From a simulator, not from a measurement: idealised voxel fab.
process module | voxel double patterning
cross-section cut | 240 nm wide | cells 5 nm
A cross-section is a grid of square cells, given in bands from the top down. A band is one or more rows of cells.
Each band's line starts with the height of the band's top and of its bottom, in nm. Then come its materials from left to right, each with its width in nm. One material with "throughout" fills the band from edge to edge. "air" is empty space.
Height 0 is the level under which the wafer as received is all one material. The lowest band goes on downwards, as in "0 down".
A width such as "30 to 40" changes by the same amount from each row of cells to the next, from the band's top row to its bottom row.
"no change" after a step means that no cell of the cross-section changed.
closed voids: empty space of 8 cells or more with no open way to the top, each as width x height at its distance from the left edge, in nm
after a step's settings: what the simulator itself notes on the step
overlay nm, on a step with a mask: how far to the right of its planned place the mask lay; to the left if negative
plan
1 op RECEIVE | material Si
2 op CONFORMAL_DEP | material SiO2 | thk nm 10
3 op DIRECTIONAL_DEP | material polySi | thk nm 15
4 op DIRECTIONAL_DEP | material SiN | thk nm 10
5 op MASKED_ETCH | tone open | mask id FIRST | width nm 15 | pitch nm 50 | etch materials SiN | depth nm 10 | overlay nm 0
6 op MASKED_ETCH | tone open | mask id SECOND | width nm 15 | pitch nm 50 | etch materials SiN | depth nm 10 | overlay nm 0
7 op DIRECTIONAL_ETCH | etch materials polySi | depth nm 15
8 op STRIP | etch materials SiN
as received, after step 1
  0 down: Si throughout
  closed voids: none
first wafer at the end, as planned
  25 to 10: polySi 60 | air 15 | polySi 10 | air 15 | polySi 10 | air 15 | polySi 10 | air 15 | polySi 10 | air 15 | polySi 65
  10 to 0: SiO2 throughout
  0 down: Si throughout
  closed voids: none
second wafer at the end: like start, like plan, one mistake
  25 to 10: polySi 60 | air 20 | polySi 5 | air 15 | polySi 10 | air 20 | polySi 5 | air 15 | polySi 10 | air 20 | polySi 60
  10 to 0: SiO2 throughout
  0 down: Si throughout
  closed voids: none
what went wrong: step 5 ran as: op MASKED_ETCH | tone open | mask id FIRST | width nm 20 | pitch nm 50 | etch materials SiN | depth nm 10 | overlay nm 0
at the end the second wafer has, in cells: 9 fewer of polySi
